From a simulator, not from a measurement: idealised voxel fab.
process module | voxel air gaps
Cross-sectional view cut (width: 280 nm; square cell size: 5 nm).
Just so we're on the same page, the cross-sections are grids of square cells, and they're listed out in bands top to bottom, each band one or more rows deep.
The band entry comprises the height of the band's top followed by the height of its bottom, expressed in nm, and subsequently the band's materials from left to right, each stated together with its width in nm. Where a single material is marked with the word "edge to edge", that material fills the band from edge to edge. The word "blank" represents empty space.
Measure heights from 0. That's the level where, below it, the as-received wafer is all one material. The lowest band is bottomless and extends downward; write it as in "from 0 down".
Quick explanation for "30..40": the width changes in equal steps down the rows of cells, from the first number in the band's top row to the second number in its bottom row.
"left unchanged" -> step changed no cross-section cell.
Each empty space that has no open way to the top and spans at least 8 cells appears under "Enclosed voids" as width x height at distance, the distance counted from the left edge, all in nm.
What comes after the settings on a step's line is commentary from the simulator itself on that step.
You can add "overlay nm" to a step's line. For a step with a mask, it describes how far the mask lay to the right of its planned position, and a negative number describes a lay to the left.
Below you will find pairs of cross-sections. In each, one shows the wafer before one process step and the other after it, with the after view ending at the lowest band that changed. Under each pair is the step separating them, along with its settings. Do not assume the pairs form a chain: they can come from different runs of this module on the same starting wafer, and a pair continues from the pair above it only when its "Pre-process" entry says so.

### Pre-process
    from 0 down | Si edge to edge
    Enclosed voids: none

### after
    from 10 to 0 | SiO2 edge to edge
    Whatever lies below 0 is exactly as it was before.
    Enclosed voids: none
Looking at the two cross-sections above, the step in the middle is CONFORMAL_DEP (material SiO2; thk nm 10)

Pre-process: after-state, pair directly above.

### after
    from 15 to 10 | SiCN edge to edge
    Whatever lies below 10 is exactly as it was before.
    Enclosed voids: none
Looking at the two cross-sections above, the step in the middle is CONFORMAL_DEP (material SiCN; thk nm 5)

Pre-process: after-state, pair directly above.

### after
    from 55 to 15 | lowk edge to edge
    Whatever lies below 15 is exactly as it was before.
    Enclosed voids: none
Looking at the two cross-sections above, the step in the middle is DIRECTIONAL_DEP (material lowk; thk nm 40)

Pre-process: after-state, pair directly above.

### after
    from 70 to 55 | aC edge to edge
    Whatever lies below 55 is exactly as it was before.
    Enclosed voids: none
Looking at the two cross-sections above, the step in the middle is DIRECTIONAL_DEP (material aC; thk nm 15)

Pre-process: after-state, pair directly above.

### after
    from 100 to 70 | 75 resist | 25 blank | 25 resist | 25 blank | 25 resist | 25 blank | 80 resist
    Whatever lies below 70 is exactly as it was before.
    Enclosed voids: none
Looking at the two cross-sections above, the step in the middle is PATTERN (tone open; mask id LINES; material resist; width nm 25; pitch nm 50; thk nm 30; overlay nm 0)

Pre-process: after-state, pair directly above.

### after
    from 85 to 70 | 75 resist | 25 blank | 25 resist | 25 blank | 25 resist | 25 blank | 80 resist
    from 70 to 55 | 75 aC | 25 blank | 25 aC | 25 blank | 25 aC | 25 blank | 80 aC
    Whatever lies below 55 is exactly as it was before.
    Enclosed voids: none
Looking at the two cross-sections above, the step in the middle is DIRECTIONAL_ETCH (etch materials aC; depth nm 15)

Pre-process: after-state, pair directly above.

### after
    from 70 to 55 | 75 aC | 25 blank | 25 aC | 25 blank | 25 aC | 25 blank | 80 aC
    Whatever lies below 55 is exactly as it was before.
    Enclosed voids: none
Looking at the two cross-sections above, the step in the middle is STRIP (etch materials resist)

Pre-process: after-state, pair directly above.

### after
    from 70 to 55 | 75 aC | 25 blank | 25 aC | 25 blank | 25 aC | 25 blank | 80 aC
    from 55 to 15 | 75 lowk | 25 blank | 25 lowk | 25 blank | 25 lowk | 25 blank | 80 lowk
    Whatever lies below 15 is exactly as it was before.
    Enclosed voids: none
Looking at the two cross-sections above, the step in the middle is DIRECTIONAL_ETCH (etch materials lowk; depth nm 40)

Pre-process: after-state, pair directly above.

### after
    from 55 to 15 | 75 lowk | 25 blank | 25 lowk | 25 blank | 25 lowk | 25 blank | 80 lowk
    Whatever lies below 15 is exactly as it was before.
    Enclosed voids: none
Looking at the two cross-sections above, the step in the middle is STRIP (etch materials aC)

Pre-process: after-state, pair directly above.

### after
    from 60 to 55 | 80 TiN | 15 blank | 35 TiN | 15 blank | 35 TiN | 15 blank | 85 TiN
    from 55 to 20 | 75 lowk | 5 TiN | 15 blank | 5 TiN | 25 lowk | 5 TiN | 15 blank | 5 TiN | 25 lowk | 5 TiN | 15 blank | 5 TiN | 80 lowk
    from 20 to 15 | 75 lowk | 25 TiN | 25 lowk | 25 TiN | 25 lowk | 25 TiN | 80 lowk
    Whatever lies below 15 is exactly as it was before.
    Enclosed voids: none
Looking at the two cross-sections above, the step in the middle is CONFORMAL_DEP (material TiN; thk nm 5)

Pre-process: after-state, pair directly above.

### after
    from 70 to 60 | Ru edge to edge
    from 60 to 55 | 80 TiN | 15 Ru | 35 TiN | 15 Ru | 35 TiN | 15 Ru | 85 TiN
    from 55 to 20 | 75 lowk | 5 TiN | 15 Ru | 5 TiN | 25 lowk | 5 TiN | 15 Ru | 5 TiN | 25 lowk | 5 TiN | 15 Ru | 5 TiN | 80 lowk
    Whatever lies below 20 is exactly as it was before.
    Enclosed voids: none
Looking at the two cross-sections above, the step in the middle is FILL_DEP (material Ru; thk nm 10)

Pre-process: after-state, pair directly above.

### after
    from 55 to 20 | 75 lowk | 5 TiN | 15 Ru | 5 TiN | 25 lowk | 5 TiN | 15 Ru | 5 TiN | 25 lowk | 5 TiN | 15 Ru | 5 TiN | 80 lowk
    Whatever lies below 20 is exactly as it was before.
    Enclosed voids: none
Looking at the two cross-sections above, the step in the middle is CMP (height nm 55)

Pre-process: after-state, pair directly above.

### after
    from 65 to 55 | 65 blank | 45 Ru | 5 blank | 45 Ru | 5 blank | 45 Ru | 70 blank
    Whatever lies below 55 is exactly as it was before.
    Enclosed voids: none
Looking at the two cross-sections above, the step in the middle is EPI (material Ru; thk nm 10)

Pre-process: after-state, pair directly above.

### after
    from 65 to 55 | 65 blank | 45 Ru | 5 blank | 45 Ru | 5 blank | 45 Ru | 70 blank
    from 55 to 20 | 75 blank | 5 TiN | 15 Ru | 5 TiN | 25 blank | 5 TiN | 15 Ru | 5 TiN | 25 blank | 5 TiN | 15 Ru | 5 TiN | 80 blank
    from 20 to 15 | 75 blank | 25 TiN | 25 blank | 25 TiN | 25 blank | 25 TiN | 80 blank
    Whatever lies below 15 is exactly as it was before.
    Enclosed voids: none
Looking at the two cross-sections above, the step in the middle is SELECTIVE_ETCH (etch materials lowk; depth nm 50)

Pre-process: after-state, pair directly above.

### after
    from 70 to 65 | 60 blank | 155 SiCN | 65 blank
    from 65 to 55 | 60 blank | 5 SiCN | 45 Ru | 5 SiCN | 45 Ru | 5 SiCN | 45 Ru | 5 SiCN | 65 blank
    from 55 to 50 | 60 blank | 15 SiCN | 5 TiN | 15 Ru | 5 TiN | 25 SiCN | 5 TiN | 15 Ru | 5 TiN | 25 SiCN | 5 TiN | 15 Ru | 5 TiN | 15 SiCN | 65 blank
    from 50 to 20 | 70 blank | 5 SiCN | 5 TiN | 15 Ru | 5 TiN | 5 SiCN | 15 blank | 5 SiCN | 5 TiN | 15 Ru | 5 TiN | 5 SiCN | 15 blank | 5 SiCN | 5 TiN | 15 Ru | 5 TiN | 5 SiCN | 75 blank
    from 20 to 15 | 75 SiCN | 25 TiN | 25 SiCN | 25 TiN | 25 SiCN | 25 TiN | 80 SiCN
    Whatever lies below 15 is exactly as it was before.
    Enclosed voids: 15 x 30 at 105; 15 x 30 at 155
Looking at the two cross-sections above, the step in the middle is CONFORMAL_DEP (material SiCN; thk nm 5)

### Pre-process
    from 10 to 0 | SiO2 edge to edge
    from 0 down | Si edge to edge
    Enclosed voids: none

### after
    from 50 to 10 | lowk edge to edge
    Whatever lies below 10 is exactly as it was before.
    Enclosed voids: none
Looking at the two cross-sections above, the step in the middle is DIRECTIONAL_DEP (material lowk; thk nm 40)

Pre-process: after-state, pair directly above.

### after
    from 65 to 50 | aC edge to edge
    Whatever lies below 50 is exactly as it was before.
    Enclosed voids: none
Looking at the two cross-sections above, the step in the middle is DIRECTIONAL_DEP (material aC; thk nm 15)

Pre-process: after-state, pair directly above.

### after
    from 95 to 65 | 75 resist | 25 blank | 25 resist | 25 blank | 25 resist | 25 blank | 80 resist
    Whatever lies below 65 is exactly as it was before.
    Enclosed voids: none
Looking at the two cross-sections above, the step in the middle is PATTERN (tone open; mask id LINES; material resist; width nm 25; pitch nm 50; thk nm 30; overlay nm 0)

Pre-process: after-state, pair directly above.

### after
    from 80 to 65 | 75 resist | 25 blank | 25 resist | 25 blank | 25 resist | 25 blank | 80 resist
    from 65 to 50 | 75 aC | 25 blank | 25 aC | 25 blank | 25 aC | 25 blank | 80 aC
    Whatever lies below 50 is exactly as it was before.
    Enclosed voids: none
Looking at the two cross-sections above, the step in the middle is DIRECTIONAL_ETCH (etch materials aC; depth nm 15)

Pre-process: after-state, pair directly above.

### after
    from 65 to 50 | 75 aC | 25 blank | 25 aC | 25 blank | 25 aC | 25 blank | 80 aC
    Whatever lies below 50 is exactly as it was before.
    Enclosed voids: none
Looking at the two cross-sections above, the step in the middle is STRIP (etch materials resist)

Pre-process: after-state, pair directly above.

### after
    from 65 to 50 | 75 aC | 25 blank | 25 aC | 25 blank | 25 aC | 25 blank | 80 aC
    from 50 to 10 | 75 lowk | 25 blank | 25 lowk | 25 blank | 25 lowk | 25 blank | 80 lowk
    Whatever lies below 10 is exactly as it was before.
    Enclosed voids: none
Looking at the two cross-sections above, the step in the middle is DIRECTIONAL_ETCH (etch materials lowk; depth nm 40)

Pre-process: after-state, pair directly above.

### after
    from 50 to 10 | 75 lowk | 25 blank | 25 lowk | 25 blank | 25 lowk | 25 blank | 80 lowk
    Whatever lies below 10 is exactly as it was before.
    Enclosed voids: none
Looking at the two cross-sections above, the step in the middle is STRIP (etch materials aC)

Pre-process: after-state, pair directly above.

### after
    from 55 to 50 | 80 TiN | 15 blank | 35 TiN | 15 blank | 35 TiN | 15 blank | 85 TiN
    from 50 to 15 | 75 lowk | 5 TiN | 15 blank | 5 TiN | 25 lowk | 5 TiN | 15 blank | 5 TiN | 25 lowk | 5 TiN | 15 blank | 5 TiN | 80 lowk
    from 15 to 10 | 75 lowk | 25 TiN | 25 lowk | 25 TiN | 25 lowk | 25 TiN | 80 lowk
    Whatever lies below 10 is exactly as it was before.
    Enclosed voids: none
Looking at the two cross-sections above, the step in the middle is CONFORMAL_DEP (material TiN; thk nm 5)

Pre-process: after-state, pair directly above.

### after
    from 65 to 55 | Ru edge to edge
    from 55 to 50 | 80 TiN | 15 Ru | 35 TiN | 15 Ru | 35 TiN | 15 Ru | 85 TiN
    from 50 to 15 | 75 lowk | 5 TiN | 15 Ru | 5 TiN | 25 lowk | 5 TiN | 15 Ru | 5 TiN | 25 lowk | 5 TiN | 15 Ru | 5 TiN | 80 lowk
    Whatever lies below 15 is exactly as it was before.
    Enclosed voids: none
Looking at the two cross-sections above, the step in the middle is FILL_DEP (material Ru; thk nm 10)

Pre-process: after-state, pair directly above.

### after
    from 55 to 50 | 80 TiN | 15 Ru | 35 TiN | 15 Ru | 35 TiN | 15 Ru | 85 TiN
    Whatever lies below 50 is exactly as it was before.
    Enclosed voids: none
Looking at the two cross-sections above, the step in the middle is CMP (height nm 55)

Pre-process: after-state, pair directly above.

### after
    from 65 to 55 | Ru edge to edge
    Whatever lies below 55 is exactly as it was before.
    Enclosed voids: none
Looking at the two cross-sections above, the step in the middle is EPI (material Ru; thk nm 10)

Pre-process: after-state, pair directly above.

### after
    from 70 to 65 | SiCN edge to edge
    Whatever lies below 65 is exactly as it was before.
    Enclosed voids: none
Looking at the two cross-sections above, the step in the middle is CONFORMAL_DEP (material SiCN; thk nm 5)

### Pre-process
    from 65 to 55 | 65 blank | 45 Ru | 5 blank | 45 Ru | 5 blank | 45 Ru | 70 blank
    from 55 to 20 | 75 lowk | 5 TiN | 15 Ru | 5 TiN | 25 lowk | 5 TiN | 15 Ru | 5 TiN | 25 lowk | 5 TiN | 15 Ru | 5 TiN | 80 lowk
    from 20 to 15 | 75 lowk | 25 TiN | 25 lowk | 25 TiN | 25 lowk | 25 TiN | 80 lowk
    from 15 to 10 | SiCN edge to edge
    from 10 to 0 | SiO2 edge to edge
    from 0 down | Si edge to edge
    Enclosed voids: none

### after
    from 75 to 55 | 55 blank | 165 Ru | 60 blank
    Whatever lies below 55 is exactly as it was before.
    Enclosed voids: none
Looking at the two cross-sections above, the step in the middle is EPI (material Ru; thk nm 10)

Pre-process: after-state, pair directly above.

### after
    from 75 to 55 | 55 blank | 165 Ru | 60 blank
    from 55 to 20 | 75 blank | 5 TiN | 15 Ru | 5 TiN | 25 lowk | 5 TiN | 15 Ru | 5 TiN | 25 lowk | 5 TiN | 15 Ru | 5 TiN | 80 blank
    from 20 to 15 | 75 blank | 25 TiN | 25 lowk | 25 TiN | 25 lowk | 25 TiN | 80 blank
    Whatever lies below 15 is exactly as it was before.
    Enclosed voids: none
Looking at the two cross-sections above, the step in the middle is SELECTIVE_ETCH (etch materials lowk; depth nm 50)

Pre-process: after-state, pair directly above.

### after
    from 80 to 75 | 50 blank | 175 SiCN | 55 blank
    from 75 to 55 | 50 blank | 5 SiCN | 165 Ru | 5 SiCN | 55 blank
    from 55 to 50 | 50 blank | 25 SiCN | 5 TiN | 15 Ru | 5 TiN | 25 lowk | 5 TiN | 15 Ru | 5 TiN | 25 lowk | 5 TiN | 15 Ru | 5 TiN | 25 SiCN | 55 blank
    from 50 to 20 | 70 blank | 5 SiCN | 5 TiN | 15 Ru | 5 TiN | 25 lowk | 5 TiN | 15 Ru | 5 TiN | 25 lowk | 5 TiN | 15 Ru | 5 TiN | 5 SiCN | 75 blank
    from 20 to 15 | 75 SiCN | 25 TiN | 25 lowk | 25 TiN | 25 lowk | 25 TiN | 80 SiCN
    Whatever lies below 15 is exactly as it was before.
    Enclosed voids: none
Looking at the two cross-sections above, the step in the middle is CONFORMAL_DEP (material SiCN; thk nm 5)

### Pre-process
    from 55 to 20 | 75 lowk | 5 TiN | 15 Ru | 5 TiN | 25 lowk | 5 TiN | 15 Ru | 5 TiN | 25 lowk | 5 TiN | 15 Ru | 5 TiN | 80 lowk
    from 20 to 15 | 75 lowk | 25 TiN | 25 lowk | 25 TiN | 25 lowk | 25 TiN | 80 lowk
    from 15 to 10 | SiCN edge to edge
    from 10 to 0 | SiO2 edge to edge
    from 0 down | Si edge to edge
    Enclosed voids: none

### after
    from 55 to 20 | 75 blank | 5 TiN | 15 Ru | 5 TiN | 25 blank | 5 TiN | 15 Ru | 5 TiN | 25 blank | 5 TiN | 15 Ru | 5 TiN | 80 blank
    from 20 to 15 | 75 blank | 25 TiN | 25 blank | 25 TiN | 25 blank | 25 TiN | 80 blank
    Whatever lies below 15 is exactly as it was before.
    Enclosed voids: none
Looking at the two cross-sections above, the step in the middle is SELECTIVE_ETCH (etch materials lowk; depth nm 50)

Pre-process: after-state, pair directly above.

### after
    from 65 to 55 | 65 blank | 45 Ru | 5 blank | 45 Ru | 5 blank | 45 Ru | 70 blank
    from 55 to 20 | 65 blank | 10 Ru | 5 TiN | 15 Ru | 5 TiN | 10 Ru | 5 blank | 10 Ru | 5 TiN | 15 Ru | 5 TiN | 10 Ru | 5 blank | 10 Ru | 5 TiN | 15 Ru | 5 TiN | 10 Ru | 70 blank
    from 20 to 15 | 65 blank | 10 Ru | 25 TiN | 10 Ru | 5 blank | 10 Ru | 25 TiN | 10 Ru | 5 blank | 10 Ru | 25 TiN | 10 Ru | 70 blank
    Whatever lies below 15 is exactly as it was before.
    Enclosed voids: none
Looking at the two cross-sections above, the step in the middle is EPI (material Ru; thk nm 10)

Pre-process: after-state, pair directly above.

### after
    from 70 to 65 | 60 blank | 155 SiCN | 65 blank
    from 65 to 55 | 60 blank | 5 SiCN | 45 Ru | 5 SiCN | 45 Ru | 5 SiCN | 45 Ru | 5 SiCN | 65 blank
    from 55 to 20 | 60 blank | 5 SiCN | 10 Ru | 5 TiN | 15 Ru | 5 TiN | 10 Ru | 5 SiCN | 10 Ru | 5 TiN | 15 Ru | 5 TiN | 10 Ru | 5 SiCN | 10 Ru | 5 TiN | 15 Ru | 5 TiN | 10 Ru | 5 SiCN | 65 blank
    from 20 to 15 | 65 SiCN | 10 Ru | 25 TiN | 10 Ru | 5 SiCN | 10 Ru | 25 TiN | 10 Ru | 5 SiCN | 10 Ru | 25 TiN | 10 Ru | 70 SiCN
    Whatever lies below 15 is exactly as it was before.
    Enclosed voids: none
Looking at the two cross-sections above, the step in the middle is CONFORMAL_DEP (material SiCN; thk nm 5)

### Pre-process
    from 70 to 60 | Ru edge to edge
    from 60 to 55 | 80 TiN | 15 Ru | 35 TiN | 15 Ru | 35 TiN | 15 Ru | 85 TiN
    from 55 to 20 | 75 lowk | 5 TiN | 15 Ru | 5 TiN | 25 lowk | 5 TiN | 15 Ru | 5 TiN | 25 lowk | 5 TiN | 15 Ru | 5 TiN | 80 lowk
    from 20 to 15 | 75 lowk | 25 TiN | 25 lowk | 25 TiN | 25 lowk | 25 TiN | 80 lowk
    from 15 to 10 | SiCN edge to edge
    from 10 to 0 | SiO2 edge to edge
    from 0 down | Si edge to edge
    Enclosed voids: none

### after
    from 45 to 20 | 75 lowk | 5 TiN | 15 Ru | 5 TiN | 25 lowk | 5 TiN | 15 Ru | 5 TiN | 25 lowk | 5 TiN | 15 Ru | 5 TiN | 80 lowk
    Whatever lies below 20 is exactly as it was before.
    Enclosed voids: none
Looking at the two cross-sections above, the step in the middle is CMP (height nm 45)

Pre-process: after-state, pair directly above.

### after
    from 55 to 45 | 65 blank | 45 Ru | 5 blank | 45 Ru | 5 blank | 45 Ru | 70 blank
    Whatever lies below 45 is exactly as it was before.
    Enclosed voids: none
Looking at the two cross-sections above, the step in the middle is EPI (material Ru; thk nm 10)

Pre-process: after-state, pair directly above.

### after
    from 55 to 45 | 65 blank | 45 Ru | 5 blank | 45 Ru | 5 blank | 45 Ru | 70 blank
    from 45 to 20 | 75 blank | 5 TiN | 15 Ru | 5 TiN | 25 blank | 5 TiN | 15 Ru | 5 TiN | 25 blank | 5 TiN | 15 Ru | 5 TiN | 80 blank
    from 20 to 15 | 75 blank | 25 TiN | 25 blank | 25 TiN | 25 blank | 25 TiN | 80 blank
    Whatever lies below 15 is exactly as it was before.
    Enclosed voids: none
Looking at the two cross-sections above, the step in the middle is SELECTIVE_ETCH (etch materials lowk; depth nm 50)

Pre-process: after-state, pair directly above.

### after
    from 60 to 55 | 60 blank | 155 SiCN | 65 blank
    from 55 to 45 | 60 blank | 5 SiCN | 45 Ru | 5 SiCN | 45 Ru | 5 SiCN | 45 Ru | 5 SiCN | 65 blank
    from 45 to 40 | 60 blank | 15 SiCN | 5 TiN | 15 Ru | 5 TiN | 25 SiCN | 5 TiN | 15 Ru | 5 TiN | 25 SiCN | 5 TiN | 15 Ru | 5 TiN | 15 SiCN | 65 blank
    from 40 to 20 | 70 blank | 5 SiCN | 5 TiN | 15 Ru | 5 TiN | 5 SiCN | 15 blank | 5 SiCN | 5 TiN | 15 Ru | 5 TiN | 5 SiCN | 15 blank | 5 SiCN | 5 TiN | 15 Ru | 5 TiN | 5 SiCN | 75 blank
    from 20 to 15 | 75 SiCN | 25 TiN | 25 SiCN | 25 TiN | 25 SiCN | 25 TiN | 80 SiCN
    Whatever lies below 15 is exactly as it was before.
    Enclosed voids: 15 x 20 at 105; 15 x 20 at 155
Looking at the two cross-sections above, the step in the middle is CONFORMAL_DEP (material SiCN; thk nm 5)

### Pre-process
    from 70 to 55 | aC edge to edge
    from 55 to 15 | lowk edge to edge
    from 15 to 10 | SiCN edge to edge
    from 10 to 0 | SiO2 edge to edge
    from 0 down | Si edge to edge
    Enclosed voids: none

### after
    from 100 to 70 | 70 resist | 35 blank | 15 resist | 35 blank | 15 resist | 35 blank | 75 resist
    Whatever lies below 70 is exactly as it was before.
    Enclosed voids: none
Looking at the two cross-sections above, the step in the middle is PATTERN (tone open; mask id LINES; material resist; width nm 35; pitch nm 50; thk nm 30; overlay nm 0)

Pre-process: after-state, pair directly above.

### after
    from 85 to 70 | 70 resist | 35 blank | 15 resist | 35 blank | 15 resist | 35 blank | 75 resist
    from 70 to 55 | 70 aC | 35 blank | 15 aC | 35 blank | 15 aC | 35 blank | 75 aC
    Whatever lies below 55 is exactly as it was before.
    Enclosed voids: none
Looking at the two cross-sections above, the step in the middle is DIRECTIONAL_ETCH (etch materials aC; depth nm 15)

Pre-process: after-state, pair directly above.

### after
    from 70 to 55 | 70 aC | 35 blank | 15 aC | 35 blank | 15 aC | 35 blank | 75 aC
    Whatever lies below 55 is exactly as it was before.
    Enclosed voids: none
Looking at the two cross-sections above, the step in the middle is STRIP (etch materials resist)

Pre-process: after-state, pair directly above.

### after
    from 70 to 55 | 70 aC | 35 blank | 15 aC | 35 blank | 15 aC | 35 blank | 75 aC
    from 55 to 15 | 70 lowk | 35 blank | 15 lowk | 35 blank | 15 lowk | 35 blank | 75 lowk
    Whatever lies below 15 is exactly as it was before.
    Enclosed voids: none
Looking at the two cross-sections above, the step in the middle is DIRECTIONAL_ETCH (etch materials lowk; depth nm 40)

Pre-process: after-state, pair directly above.

### after
    from 55 to 15 | 70 lowk | 35 blank | 15 lowk | 35 blank | 15 lowk | 35 blank | 75 lowk
    Whatever lies below 15 is exactly as it was before.
    Enclosed voids: none
Looking at the two cross-sections above, the step in the middle is STRIP (etch materials aC)

Pre-process: after-state, pair directly above.

### after
    from 60 to 55 | 75 TiN | 25 blank | 25 TiN | 25 blank | 25 TiN | 25 blank | 80 TiN
    from 55 to 20 | 70 lowk | 5 TiN | 25 blank | 5 TiN | 15 lowk | 5 TiN | 25 blank | 5 TiN | 15 lowk | 5 TiN | 25 blank | 5 TiN | 75 lowk
    from 20 to 15 | 70 lowk | 35 TiN | 15 lowk | 35 TiN | 15 lowk | 35 TiN | 75 lowk
    Whatever lies below 15 is exactly as it was before.
    Enclosed voids: none
Looking at the two cross-sections above, the step in the middle is CONFORMAL_DEP (material TiN; thk nm 5)

Pre-process: after-state, pair directly above.

### after
    from 70 to 60 | Ru edge to edge
    from 60 to 55 | 75 TiN | 25 Ru | 25 TiN | 25 Ru | 25 TiN | 25 Ru | 80 TiN
    from 55 to 20 | 70 lowk | 5 TiN | 25 Ru | 5 TiN | 15 lowk | 5 TiN | 25 Ru | 5 TiN | 15 lowk | 5 TiN | 25 Ru | 5 TiN | 75 lowk
    Whatever lies below 20 is exactly as it was before.
    Enclosed voids: none
Looking at the two cross-sections above, the step in the middle is FILL_DEP (material Ru; thk nm 10)

Pre-process: after-state, pair directly above.

### after
    from 55 to 20 | 70 lowk | 5 TiN | 25 Ru | 5 TiN | 15 lowk | 5 TiN | 25 Ru | 5 TiN | 15 lowk | 5 TiN | 25 Ru | 5 TiN | 75 lowk
    Whatever lies below 20 is exactly as it was before.
    Enclosed voids: none
Looking at the two cross-sections above, the step in the middle is CMP (height nm 55)

Pre-process: after-state, pair directly above.

### after
    from 65 to 55 | 60 blank | 155 Ru | 65 blank
    Whatever lies below 55 is exactly as it was before.
    Enclosed voids: none
Looking at the two cross-sections above, the step in the middle is EPI (material Ru; thk nm 10)

Pre-process: after-state, pair directly above.

### after
    from 65 to 55 | 60 blank | 155 Ru | 65 blank
    from 55 to 20 | 70 blank | 5 TiN | 25 Ru | 5 TiN | 15 lowk | 5 TiN | 25 Ru | 5 TiN | 15 lowk | 5 TiN | 25 Ru | 5 TiN | 75 blank
    from 20 to 15 | 70 blank | 35 TiN | 15 lowk | 35 TiN | 15 lowk | 35 TiN | 75 blank
    Whatever lies below 15 is exactly as it was before.
    Enclosed voids: none
Looking at the two cross-sections above, the step in the middle is SELECTIVE_ETCH (etch materials lowk; depth nm 50)

Pre-process: after-state, pair directly above.

### after
    from 70 to 65 | 55 blank | 165 SiCN | 60 blank
    from 65 to 55 | 55 blank | 5 SiCN | 155 Ru | 5 SiCN | 60 blank
    from 55 to 50 | 55 blank | 15 SiCN | 5 TiN | 25 Ru | 5 TiN | 15 lowk | 5 TiN | 25 Ru | 5 TiN | 15 lowk | 5 TiN | 25 Ru | 5 TiN | 15 SiCN | 60 blank
    from 50 to 20 | 65 blank | 5 SiCN | 5 TiN | 25 Ru | 5 TiN | 15 lowk | 5 TiN | 25 Ru | 5 TiN | 15 lowk | 5 TiN | 25 Ru | 5 TiN | 5 SiCN | 70 blank
    from 20 to 15 | 70 SiCN | 35 TiN | 15 lowk | 35 TiN | 15 lowk | 35 TiN | 75 SiCN
    Whatever lies below 15 is exactly as it was before.
    Enclosed voids: none
Looking at the two cross-sections above, the step in the middle is CONFORMAL_DEP (material SiCN; thk nm 5)

### Pre-process
    from 70 to 55 | aC edge to edge
    from 55 to 15 | lowk edge to edge
    from 15 to 10 | SiCN edge to edge
    from 10 to 0 | SiO2 edge to edge
    from 0 down | Si edge to edge
    Enclosed voids: none

### after
    from 100 to 70 | 65 resist | 25 blank | 25 resist | 25 blank | 25 resist | 25 blank | 90 resist
    Whatever lies below 70 is exactly as it was before.
    Enclosed voids: none
Looking at the two cross-sections above, the step in the middle is PATTERN (tone open; mask id LINES; material resist; width nm 25; pitch nm 50; thk nm 30; overlay nm -10)

Pre-process: after-state, pair directly above.

### after
    from 85 to 70 | 65 resist | 25 blank | 25 resist | 25 blank | 25 resist | 25 blank | 90 resist
    from 70 to 55 | 65 aC | 25 blank | 25 aC | 25 blank | 25 aC | 25 blank | 90 aC
    Whatever lies below 55 is exactly as it was before.
    Enclosed voids: none
Looking at the two cross-sections above, the step in the middle is DIRECTIONAL_ETCH (etch materials aC; depth nm 15)

Pre-process: after-state, pair directly above.

### after
    from 70 to 55 | 65 aC | 25 blank | 25 aC | 25 blank | 25 aC | 25 blank | 90 aC
    Whatever lies below 55 is exactly as it was before.
    Enclosed voids: none
Looking at the two cross-sections above, the step in the middle is STRIP (etch materials resist)

Pre-process: after-state, pair directly above.

### after
    from 70 to 55 | 65 aC | 25 blank | 25 aC | 25 blank | 25 aC | 25 blank | 90 aC
    from 55 to 15 | 65 lowk | 25 blank | 25 lowk | 25 blank | 25 lowk | 25 blank | 90 lowk
    Whatever lies below 15 is exactly as it was before.
    Enclosed voids: none
Looking at the two cross-sections above, the step in the middle is DIRECTIONAL_ETCH (etch materials lowk; depth nm 40)

Pre-process: after-state, pair directly above.

### after
    from 55 to 15 | 65 lowk | 25 blank | 25 lowk | 25 blank | 25 lowk | 25 blank | 90 lowk
    Whatever lies below 15 is exactly as it was before.
    Enclosed voids: none
Looking at the two cross-sections above, the step in the middle is STRIP (etch materials aC)

Pre-process: after-state, pair directly above.

### after
    from 60 to 55 | 70 TiN | 15 blank | 35 TiN | 15 blank | 35 TiN | 15 blank | 95 TiN
    from 55 to 20 | 65 lowk | 5 TiN | 15 blank | 5 TiN | 25 lowk | 5 TiN | 15 blank | 5 TiN | 25 lowk | 5 TiN | 15 blank | 5 TiN | 90 lowk
    from 20 to 15 | 65 lowk | 25 TiN | 25 lowk | 25 TiN | 25 lowk | 25 TiN | 90 lowk
    Whatever lies below 15 is exactly as it was before.
    Enclosed voids: none
Looking at the two cross-sections above, the step in the middle is CONFORMAL_DEP (material TiN; thk nm 5)

Pre-process: after-state, pair directly above.

### after
    from 70 to 60 | Ru edge to edge
    from 60 to 55 | 70 TiN | 15 Ru | 35 TiN | 15 Ru | 35 TiN | 15 Ru | 95 TiN
    from 55 to 20 | 65 lowk | 5 TiN | 15 Ru | 5 TiN | 25 lowk | 5 TiN | 15 Ru | 5 TiN | 25 lowk | 5 TiN | 15 Ru | 5 TiN | 90 lowk
    Whatever lies below 20 is exactly as it was before.
    Enclosed voids: none
Looking at the two cross-sections above, the step in the middle is FILL_DEP (material Ru; thk nm 10)

Pre-process: after-state, pair directly above.

### after
    from 55 to 20 | 65 lowk | 5 TiN | 15 Ru | 5 TiN | 25 lowk | 5 TiN | 15 Ru | 5 TiN | 25 lowk | 5 TiN | 15 Ru | 5 TiN | 90 lowk
    Whatever lies below 20 is exactly as it was before.
    Enclosed voids: none
Looking at the two cross-sections above, the step in the middle is CMP (height nm 55)

Pre-process: after-state, pair directly above.

### after
    from 65 to 55 | 55 blank | 45 Ru | 5 blank | 45 Ru | 5 blank | 45 Ru | 80 blank
    Whatever lies below 55 is exactly as it was before.
    Enclosed voids: none
Looking at the two cross-sections above, the step in the middle is EPI (material Ru; thk nm 10)

Pre-process: after-state, pair directly above.

### after
    from 65 to 55 | 55 blank | 45 Ru | 5 blank | 45 Ru | 5 blank | 45 Ru | 80 blank
    from 55 to 20 | 65 blank | 5 TiN | 15 Ru | 5 TiN | 25 blank | 5 TiN | 15 Ru | 5 TiN | 25 blank | 5 TiN | 15 Ru | 5 TiN | 90 blank
    from 20 to 15 | 65 blank | 25 TiN | 25 blank | 25 TiN | 25 blank | 25 TiN | 90 blank
    Whatever lies below 15 is exactly as it was before.
    Enclosed voids: none
Looking at the two cross-sections above, the step in the middle is SELECTIVE_ETCH (etch materials lowk; depth nm 50)

Pre-process: after-state, pair directly above.

### after
    from 70 to 65 | 50 blank | 155 SiCN | 75 blank
    from 65 to 55 | 50 blank | 5 SiCN | 45 Ru | 5 SiCN | 45 Ru | 5 SiCN | 45 Ru | 5 SiCN | 75 blank
    from 55 to 50 | 50 blank | 15 SiCN | 5 TiN | 15 Ru | 5 TiN | 25 SiCN | 5 TiN | 15 Ru | 5 TiN | 25 SiCN | 5 TiN | 15 Ru | 5 TiN | 15 SiCN | 75 blank
    from 50 to 20 | 60 blank | 5 SiCN | 5 TiN | 15 Ru | 5 TiN | 5 SiCN | 15 blank | 5 SiCN | 5 TiN | 15 Ru | 5 TiN | 5 SiCN | 15 blank | 5 SiCN | 5 TiN | 15 Ru | 5 TiN | 5 SiCN | 85 blank
    from 20 to 15 | 65 SiCN | 25 TiN | 25 SiCN | 25 TiN | 25 SiCN | 25 TiN | 90 SiCN
    Whatever lies below 15 is exactly as it was before.
    Enclosed voids: 15 x 30 at 95; 15 x 30 at 145
Looking at the two cross-sections above, the step in the middle is CONFORMAL_DEP (material SiCN; thk nm 5)

### Pre-process
    from 10 to 0 | SiO2 edge to edge
    from 0 down | Si edge to edge
    Enclosed voids: none

### after
    from 15 to 10 | Ru edge to edge
    Whatever lies below 10 is exactly as it was before.
    Enclosed voids: none
Looking at the two cross-sections above, the step in the middle is CONFORMAL_DEP (material Ru; thk nm 5)
